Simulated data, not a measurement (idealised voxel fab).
You're looking at the process module voxel transistor to metal.
Square cell edge 5 nm, section width 205 nm, ID cut.
Bands, listed from the top down, are how a cross-section gets written in this document; the cross-section itself is a grid of square cells, and a band is one or more rows of them.
It is stipulated that each band's entry specify, in nanometres, the height of the top of the band and then that of its bottom, followed by the materials of the band in left-to-right sequence, each together with its width in nanometres. A single material marked by the word "all across" is understood to fill the band from edge to edge; the word "empty" is understood to denote empty space.
Heights from 0 (as-received wafer is one material below). Bottom band endless downward, as "0 and below".
A two-number width, for instance "30->40", indicates that the width is equal to the first number in the top row of the band and to the second number in the bottom row, and that it changes by a constant amount per row of cells.
Step note "nothing different" = no cross-section cell changed.
Each empty space that has no open way to the top and spans at least 8 cells appears under "Fully enclosed voids" as width x height at distance, the distance counted from the left edge, all in nm.
Heads up: the bit after the settings on a step's line is the simulator's remark on that step.
"overlay nm", when on a step's line for a step with a mask, measures how far to the right of its planned place the mask lay; a negative measure means to the left.
### Planned process steps
1: RECEIVE,material Si
2: CONFORMAL_DEP,material SiO2,thk nm 5
3: CONFORMAL_DEP,material SiN,thk nm 15
4: DIRECTIONAL_DEP,material aC,thk nm 10
5: PATTERN,tone cover,mask id ACTIVE,material resist,width nm 120,thk nm 30,overlay nm 0
6: DIRECTIONAL_ETCH,etch materials aC,depth nm 10
7: STRIP,etch materials resist
8: DIRECTIONAL_ETCH,etch materials SiN,depth nm 15
9: DIRECTIONAL_ETCH,etch materials SiO2,depth nm 5
10: DIRECTIONAL_ETCH,etch materials Si,depth nm 30
11: STRIP,etch materials aC
12: FILL_DEP,material SiO2,thk nm 5
13: CMP,height nm 20
14: SELECTIVE_ETCH,etch materials SiO2,depth nm 15
15: STRIP,etch materials SiN
16: SELECTIVE_ETCH,etch materials SiO2,depth nm 5
17: OXIDIZE,depth nm 5
18: DIRECTIONAL_DEP,material polySi,thk nm 30
19: DIRECTIONAL_DEP,material SiCN,thk nm 15
20: DIRECTIONAL_DEP,material aC,thk nm 10
21: PATTERN,tone cover,mask id GATE,material resist,width nm 20,thk nm 30,overlay nm 0
22: DIRECTIONAL_ETCH,etch materials aC,depth nm 10
23: STRIP,etch materials resist
24: DIRECTIONAL_ETCH,etch materials SiCN,depth nm 25
25: DIRECTIONAL_ETCH,etch materials polySi,depth nm 40
26: STRIP,etch materials aC
27: CONFORMAL_DEP,material SiN,thk nm 10
28: DIRECTIONAL_ETCH,etch materials SiN,depth nm 10
29: DIRECTIONAL_ETCH,etch materials SiO2,depth nm 5
30: EPI,material nSi,thk nm 5
31: FILL_DEP,material SiO2,thk nm 5
32: CMP,height nm 45
33: DIRECTIONAL_DEP,material SiO2,thk nm 15
34: PATTERN,tone open,mask id CONTACT,material resist,width nm 20,pitch nm 80,thk nm 15,overlay nm 0
35: DIRECTIONAL_ETCH,etch materials SiO2,depth nm 60
36: STRIP,etch materials resist
37: CONFORMAL_DEP,material TiN,thk nm 5
38: FILL_DEP,material W,thk nm 5
39: CMP,height nm 60
40: DIRECTIONAL_DEP,material TiN,thk nm 5
41: DIRECTIONAL_DEP,material Ru,thk nm 15
42: MASKED_ETCH,tone cover,mask id METAL_1,width nm 20,pitch nm 80,etch materials Ru,depth nm 15,overlay nm 0
43: MASKED_ETCH,tone cover,mask id METAL_1,width nm 20,pitch nm 80,etch materials TiN,depth nm 5,overlay nm 0
44: FILL_DEP,material SiO2,thk nm 5
45: CMP,height nm 80
46: CONFORMAL_DEP,material SiCN,thk nm 5
47: DIRECTIONAL_DEP,material lowk,thk nm 25
48: PATTERN,tone open,mask id METAL_2_HOLES,material resist,width nm 15,pitch nm 80,thk nm 20,overlay nm 0
49: DIRECTIONAL_ETCH,etch materials lowk,depth nm 25
50: STRIP,etch materials resist
51: MASKED_ETCH,tone open,mask id METAL_2,width nm 15,pitch nm 80,etch materials lowk,depth nm 15,overlay nm 0
52: MASKED_ETCH,tone open,mask id METAL_2,width nm 20,pitch nm 80,etch materials SiCN,depth nm 5,overlay nm 0
53: CONFORMAL_DEP,material TiN,thk nm 5
54: FILL_DEP,material Cu,thk nm 10
55: CMP,height nm 110
56: CONFORMAL_DEP,material SiN,thk nm 5
Don't read the plan's width nm for step 51 as applying to every wafer: that's the first wafer's value, and the wafers differ in it, though they all start identical.
### The first of several wafers in cross-section, exactly as it reached us after step 1
  0 and below = Si all across
  Fully enclosed voids: none
### Quick look at the cross-section of the first of several wafers after step 56, which wraps up the module
  115 down to 110 = SiN all across
  110 down to 100 = lowk (50) | TiN (5) | Cu (10) | TiN (5) | lowk (60) | TiN (5) | Cu (10) | TiN (5) | lowk (55)
  100 down to 95 = lowk (50) | TiN (5) | Cu (5) | TiN (10) | lowk (60) | TiN (5) | Cu (5) | TiN (10) | lowk (55)
  95 down to 85 = lowk (50) | TiN (5) | Cu (5) | TiN (5) | lowk (65) | TiN (5) | Cu (5) | TiN (5) | lowk (60)
  85 down to 80 = SiCN (50) | TiN (15) | SiCN (65) | TiN (15) | SiCN (60)
  80 down to 65 = SiO2 (50) | Ru (20) | SiO2 (60) | Ru (20) | SiO2 (55)
  65 down to 60 = SiO2 (50) | TiN (20) | SiO2 (60) | TiN (20) | SiO2 (55)
  60 down to 45 = SiO2 (50) | TiN (5) | W (10) | TiN (5) | SiO2 (60) | TiN (5) | W (10) | TiN (5) | SiO2 (55)
  45 down to 30 = SiO2 (50) | TiN (5) | W (10) | TiN (5) | SiO2 (10) | SiN (10) | SiCN (20) | SiN (10) | SiO2 (10) | TiN (5) | W (10) | TiN (5) | SiO2 (55)
  30 down to 5 = SiO2 (50) | TiN (5) | W (10) | TiN (5) | SiO2 (10) | SiN (10) | polySi (20) | SiN (10) | SiO2 (10) | TiN (5) | W (10) | TiN (5) | SiO2 (55)
  5 down to 0 = SiO2 (50) | TiN (20) | SiO2 (10) | SiN (10) | polySi (20) | SiN (10) | SiO2 (10) | TiN (20) | SiO2 (55)
  0 down to -5 = SiO2 (35) | nSi (45) | SiO2 (40) | nSi (45) | SiO2 (40)
  -5 down to -30 = SiO2 (40) | Si (120) | SiO2 (45)
  -30 and below = Si all across
  Fully enclosed voids: none
### The module's end: a cross-section of the last wafer
  115 down to 110 = SiN all across
  110 down to 100 = lowk (45) | TiN (5) | Cu (25) | TiN (5) | lowk (45) | TiN (5) | Cu (25) | TiN (5) | lowk (45)
  100 down to 95 = lowk (45) | TiN (10) | Cu (5) | TiN (20) | lowk (45) | TiN (10) | Cu (5) | TiN (20) | lowk (45)
  95 down to 85 = lowk (50) | TiN (5) | Cu (5) | TiN (5) | lowk (65) | TiN (5) | Cu (5) | TiN (5) | lowk (60)
  85 down to 80 = SiCN (50) | TiN (15) | SiCN (65) | TiN (15) | SiCN (60)
  80 down to 65 = SiO2 (50) | Ru (20) | SiO2 (60) | Ru (20) | SiO2 (55)
  65 down to 60 = SiO2 (50) | TiN (20) | SiO2 (60) | TiN (20) | SiO2 (55)
  60 down to 45 = SiO2 (50) | TiN (5) | W (10) | TiN (5) | SiO2 (60) | TiN (5) | W (10) | TiN (5) | SiO2 (55)
  45 down to 30 = SiO2 (50) | TiN (5) | W (10) | TiN (5) | SiO2 (10) | SiN (10) | SiCN (20) | SiN (10) | SiO2 (10) | TiN (5) | W (10) | TiN (5) | SiO2 (55)
  30 down to 5 = SiO2 (50) | TiN (5) | W (10) | TiN (5) | SiO2 (10) | SiN (10) | polySi (20) | SiN (10) | SiO2 (10) | TiN (5) | W (10) | TiN (5) | SiO2 (55)
  5 down to 0 = SiO2 (50) | TiN (20) | SiO2 (10) | SiN (10) | polySi (20) | SiN (10) | SiO2 (10) | TiN (20) | SiO2 (55)
  0 down to -5 = SiO2 (35) | nSi (45) | SiO2 (40) | nSi (45) | SiO2 (40)
  -5 down to -30 = SiO2 (40) | Si (120) | SiO2 (45)
  -30 and below = Si all across
  Fully enclosed voids: none
### Rows = wafers. At module end, each row lists per material the cells gained (+) or lost (-) since the wafer was received, then the closed voids
width nm 15, +14 Cu, +24 Ru, -126 Si, +47 SiCN, +77 SiN, +564 SiO2, +88 TiN, +44 W, +169 lowk, +18 nSi, +24 polySi, Fully enclosed voids: none
width nm 20, +14 Cu, +24 Ru, -126 Si, +47 SiCN, +77 SiN, +564 SiO2, +88 TiN, +44 W, +169 lowk, +18 nSi, +24 polySi, Fully enclosed voids: none
width nm 25, +18 Cu, +24 Ru, -126 Si, +47 SiCN, +77 SiN, +564 SiO2, +90 TiN, +44 W, +163 lowk, +18 nSi, +24 polySi, Fully enclosed voids: none
width nm 30, +22 Cu, +24 Ru, -126 Si, +47 SiCN, +77 SiN, +564 SiO2, +92 TiN, +44 W, +157 lowk, +18 nSi, +24 polySi, Fully enclosed voids: none
width nm 35, +26 Cu, +24 Ru, -126 Si, +47 SiCN, +77 SiN, +564 SiO2, +94 TiN, +44 W, +151 lowk, +18 nSi, +24 polySi, Fully enclosed voids: none
